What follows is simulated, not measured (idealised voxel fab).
Process module name: voxel capacitor over wiring
cross-section cut | 190 nm wide | cells 5 nm
In this document a cross-section is written as a grid of square cells. It is given as a series of bands, listed from the top down, and a band is one or more rows of cells. Quick guide to a band line: top height, bottom height (nm) up front; then every material left to right with its width in nm. Only one material and it's marked "all across"? Then it fills the band edge to edge. And "empty" just means empty space. The level at which height equals 0 is the one under which the wafer, as it arrives, is entirely one material. No lower edge exists for the bottom band, which continues downward and is notated as in "0..down". The notation "30..40" denotes a width that varies across the rows of cells in the band, beginning at the first number in the top row, finishing at the second number in the bottom row, and changing by an identical amount from each row to the next. Given "remained unchanged" for a step, no cell of the cross-section differs between before and after that step. For the entry "Closed void inventory", the listed items are empty spaces with no open way to the top whose size is 8 cells or more; each item follows the pattern width x height at distance, where distance is from the left edge and all three are in nm. Heads up: the bit after the settings on a step's line is the simulator's remark on that step. overlay nm: mask offset rightward from planned place, masked step; negative means leftward offset.

# Below is the list of planned process steps
1) RECEIVE: material Si
2) CONFORMAL_DEP: material SiO2, thk nm 15
3) DIRECTIONAL_DEP: material TiN, thk nm 5
4) DIRECTIONAL_DEP: material Ru, thk nm 20
5) DIRECTIONAL_DEP: material aC, thk nm 10
6) PATTERN: tone cover, mask id METAL_1, material resist, width nm 20, pitch nm 70, thk nm 25, overlay nm 0
7) DIRECTIONAL_ETCH: etch materials aC, depth nm 10
8) STRIP: etch materials resist
9) DIRECTIONAL_ETCH: etch materials Ru, depth nm 20
10) DIRECTIONAL_ETCH: etch materials TiN, depth nm 5
11) STRIP: etch materials aC
12) CONFORMAL_DEP: material SiN, thk nm 5
13) FILL_DEP: material SiO2, thk nm 10
14) CMP: height nm 40
15) CONFORMAL_DEP: material SiCN, thk nm 5
16) DIRECTIONAL_DEP: material lowk, thk nm 10
17) MASKED_ETCH: tone open, mask id PLUG_1, width nm 15, etch materials lowk, depth nm 10, overlay nm 0
18) MASKED_ETCH: tone open, mask id PLUG_1, width nm 15, etch materials SiCN, depth nm 5, overlay nm 0
19) EPI: material Ru, thk nm 10
20) EPI: material Ru, thk nm 5
21) DIRECTIONAL_DEP: material TiN, thk nm 5
22) DIRECTIONAL_DEP: material HfO2, thk nm 5
23) DIRECTIONAL_DEP: material TiN, thk nm 5
24) DIRECTIONAL_DEP: material aC, thk nm 10
25) PATTERN: tone cover, mask id UPPER_PLATE, material resist, width nm 55, thk nm 30, overlay nm 0
26) DIRECTIONAL_ETCH: etch materials aC, depth nm 10
27) STRIP: etch materials resist
28) DIRECTIONAL_ETCH: etch materials TiN, depth nm 5
29) DIRECTIONAL_ETCH: etch materials HfO2, depth nm 5
30) STRIP: etch materials aC
31) MASKED_ETCH: tone cover, mask id LOWER_PLATE, width nm 65, etch materials TiN, depth nm 5, overlay nm 0
32) FILL_DEP: material SiO2, thk nm 15
33) CMP: height nm 80
34) PATTERN: tone open, mask id PLUG_2, material resist, width nm 15, thk nm 15, overlay nm 0
35) DIRECTIONAL_ETCH: etch materials SiO2, depth nm 10
36) STRIP: etch materials resist
37) CONFORMAL_DEP: material TiN, thk nm 5
38) FILL_DEP: material Cu, thk nm 5
39) CMP: height nm 80
40) CONFORMAL_DEP: material SiN, thk nm 5

# As-received wafer cross-section (after step 1)
> 0..down = Si all across
> Closed void inventory: none

# Cross-section, first of two wafers, end of module, run as planned
> 85..80 = SiN all across
> 80..75 = SiO2 (65), TiN (5), Cu (5), TiN (5), SiO2 (110)
> 75..65 = SiO2 (65..55), TiN (15..55), SiO2 (110..80)
> 65..60 = SiO2 (55), HfO2 (55), SiO2 (80)
> 60..55 = SiO2 (50), TiN (65), SiO2 (75)
> 55..45 = lowk (55), Ru (15), lowk (120)
> 45..40 = SiCN (55), Ru (15), SiCN (120)
> 40..20 = SiO2 (45), SiN (5), Ru (20), SiN (5), SiO2 (40), SiN (5), Ru (20), SiN (5), SiO2 (45)
> 20..15 = SiN (50), TiN (20), SiN (50), TiN (20), SiN (50)
> 15..0 = SiO2 all across
> 0..down = Si all across
> Closed void inventory: none

# Wafer two, end of module, cross-section. Same start, same plan as wafer one. One mistake in the run
> 85..80 = SiN all across
> 80..75 = SiO2 (55), TiN (25), SiO2 (110)
> 75..70 = SiO2 (55), HfO2 (25), SiO2 (110)
> 70..65 = SiO2 (50), TiN (60), SiO2 (80)
> 65..60 = SiO2 (45), Ru (35), HfO2 (30), SiO2 (80)
> 60..55 = SiO2 (45), Ru (35), TiN (35), SiO2 (75)
> 55..45 = lowk (55), Ru (15), lowk (120)
> 45..40 = SiCN (55), Ru (15), SiCN (120)
> 40..20 = SiO2 (45), SiN (5), Ru (20), SiN (5), SiO2 (40), SiN (5), Ru (20), SiN (5), SiO2 (45)
> 20..15 = SiN (50), TiN (20), SiN (50), TiN (20), SiN (50)
> 15..0 = SiO2 all across
> 0..down = Si all across
> Closed void inventory: none
Error vs. plan: step 19 from the plan got run twice
The second wafer ends with more or fewer cells of some materials than the first, per final count: -1 Cu; +14 Ru; -8 SiO2; -5 TiN
